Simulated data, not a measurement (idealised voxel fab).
Name of the process module below: voxel ribs on slabs
The cross-section on display is named cut; it measures 250 nm wide, and its cells are 5 nm squares.
Cross-section, as written here: a square-cell grid given band by band from the top down, where a band holds one or more rows of cells.
In this notation a band is specified by the heights of its top and bottom, in that order and in nm, after which its materials appear from left to right, each paired with its width in nm. The word "full width" attached to a single material means that material fills the band from edge to edge; the word "blank" stands for empty space.
Below 0: as-received wafer, all one material; heights counted from there. Lowest band: no bottom, goes on down, written "z 0 and below".
A two-number width, for instance "30->40", indicates that the width is equal to the first number in the top row of the band and to the second number in the bottom row, and that it changes by a constant amount per row of cells.
The designation "stayed the same", where it is given for a processing step, indicates that no cell of the cross-section was altered in the course of that step.
This entry, "Trapped cavities", enumerates those empty regions of no fewer than 8 cells that possess no open connection to the top. Each region is reported in the form width x height at distance, the distance being taken from the left edge, with all three quantities expressed in nm.
Whatever follows a step's settings on its line is a remark the simulator itself makes about that step.
overlay nm: for a step with a mask, the amount by which the mask lay right of where it was planned; a negative amount means left of it.

### Planned step list for the process
step 1: op RECEIVE | material Si
step 2: op DIRECTIONAL_DEP | material SiO2 | thk nm 30
step 3: op DIRECTIONAL_DEP | material SiN | thk nm 15
step 4: op PATTERN | tone cover | mask id RIB | material resist | width nm 25 | thk nm 15 | overlay nm 0
step 5: op DIRECTIONAL_ETCH | etch materials SiN | depth nm 5
step 6: op STRIP | etch materials resist
step 7: op MASKED_ETCH | tone cover | mask id SLAB | width nm 55 | etch materials SiN | depth nm 10 | overlay nm 0
step 8: op FILL_DEP | material SiO2 | thk nm 20
step 9: op CMP | height nm 60
step 10: op DIRECTIONAL_DEP | material W | thk nm 5
step 11: op MASKED_ETCH | tone cover | mask id HEATER | width nm 25 | etch materials W | depth nm 5 | overlay nm 0
step 12: op CONFORMAL_DEP | material SiN | thk nm 10
Same starting wafers, different width nm at step 11. Plan value belongs to the first wafer.

### Received condition of the first of several wafers, sectioned: post-step 1
> z 0 and below  Si full width
> Trapped cavities: none

### Module end state after final step 12: cross-section of the first of several wafers
> z 75 to 70  100 of blank | 45 of SiN | 105 of blank
> z 70 to 65  SiN full width
> z 65 to 60  110 of SiN | 25 of W | 115 of SiN
> z 60 to 45  SiO2 full width
> z 45 to 40  110 of SiO2 | 25 of SiN | 115 of SiO2
> z 40 to 30  95 of SiO2 | 55 of SiN | 100 of SiO2
> z 30 to 0  SiO2 full width
> z 0 and below  Si full width
> Trapped cavities: none

### Sectional view of the last wafer upon completion of the module
> z 75 to 70  90 of blank | 70 of SiN | 90 of blank
> z 70 to 65  SiN full width
> z 65 to 60  100 of SiN | 50 of W | 100 of SiN
> z 60 to 45  SiO2 full width
> z 45 to 40  110 of SiO2 | 25 of SiN | 115 of SiO2
> z 40 to 30  95 of SiO2 | 55 of SiN | 100 of SiO2
> z 30 to 0  SiO2 full width
> z 0 and below  Si full width
> Trapped cavities: none

### Basically each wafer gets a line in the table, showing it at the end of the module: material by material, the cells it gained (+) or lost (-) since we got it, then its closed voids
width nm 25; +131 SiN; +573 SiO2; +5 W; Trapped cavities: none
width nm 30; +131 SiN; +573 SiO2; +6 W; Trapped cavities: none
width nm 35; +131 SiN; +573 SiO2; +7 W; Trapped cavities: none
width nm 40; +131 SiN; +573 SiO2; +8 W; Trapped cavities: none
width nm 45; +131 SiN; +573 SiO2; +9 W; Trapped cavities: none
width nm 50; +131 SiN; +573 SiO2; +10 W; Trapped cavities: none
